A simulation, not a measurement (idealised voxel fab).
Title: Process Module voxel gate over fins
Xsec cut, 275 nm wide, square cell size 5 nm.
How to read a cross-section here: the picture is a grid of square cells, written as bands going from the top down, and any band can span one or more rows of cells.
Band: top height; bottom height; in nm. Then, left to right: material with width in nm, for each material. "edge to edge": a single material spanning edge to edge. "empty": empty space.
Zero point of the height axis is 0; under it, received wafer = one material. Lowest band: continues down indefinitely, "0 -> down".
Graded width ("30 to 40"): value in top row of band = first number; value in bottom row = second number; row-to-row change constant.
"remained unchanged", as given for a step, is the statement that not any cell of the cross-section underwent a change during that step.
Any empty space of 8 cells or more lacking an open way to the top shows up in "Entrapped voids" as width x height at distance, distance from the left edge, in nm.
Whatever follows a step's settings on its line is a remark the simulator itself makes about that step.
The optional step-line setting "overlay nm" applies to steps with a mask and quantifies how far to the right of its planned location the mask lay, a negative value indicating leftward placement.

Listed below are the process steps as planned:
1,RECEIVE | material Si
2,CONFORMAL_DEP | material SiN | thk nm 10
3,MASKED_ETCH | tone cover | mask id FINS | width nm 15 | pitch nm 35 | etch materials SiN | depth nm 10 | overlay nm 0
4,MASKED_ETCH | tone cover | mask id FINS | width nm 15 | pitch nm 35 | etch materials Si | depth nm 40 | overlay nm 0
5,FILL_DEP | material SiO2 | thk nm 5
6,CMP | height nm 10
7,SELECTIVE_ETCH | etch materials SiO2 | depth nm 20
8,STRIP | etch materials SiN
9,CONFORMAL_DEP | material HfO2 | thk nm 5
10,CONFORMAL_DEP | material TiN | thk nm 5
11,FILL_DEP | material W | thk nm 10
12,CMP | height nm 15
13,CONFORMAL_DEP | material SiCN | thk nm 10

Delivered wafer in cross-section: state after step 1:
	0 -> down  Si edge to edge
	Entrapped voids: none

A wafer at the end: this start, this plan, one mistake:
	25 -> 15  SiCN edge to edge
	15 -> 10  W edge to edge
	10 -> 5  W 85 nm  TiN 105 nm  W 85 nm
	5 -> 0  W 85 nm  TiN 5 nm  HfO2 25 nm  TiN 10 nm  HfO2 25 nm  TiN 10 nm  HfO2 25 nm  TiN 5 nm  W 85 nm
	0 -> -20  W 85 nm  TiN 5 nm  HfO2 5 nm  Si 15 nm  HfO2 5 nm  TiN 10 nm  HfO2 5 nm  Si 15 nm  HfO2 5 nm  TiN 10 nm  HfO2 5 nm  Si 15 nm  HfO2 5 nm  TiN 5 nm  W 85 nm
	-20 -> -25  TiN 90 nm  HfO2 5 nm  Si 15 nm  HfO2 5 nm  TiN 10 nm  HfO2 5 nm  Si 15 nm  HfO2 5 nm  TiN 10 nm  HfO2 5 nm  Si 15 nm  HfO2 5 nm  TiN 90 nm
	-25 -> -30  HfO2 95 nm  Si 15 nm  HfO2 20 nm  Si 15 nm  HfO2 20 nm  Si 15 nm  HfO2 95 nm
	-30 -> -40  SiO2 95 nm  Si 15 nm  SiO2 20 nm  Si 15 nm  SiO2 20 nm  Si 15 nm  SiO2 95 nm
	-40 -> down  Si edge to edge
	Entrapped voids: none
what went wrong: step 7 in the plan was executed twice
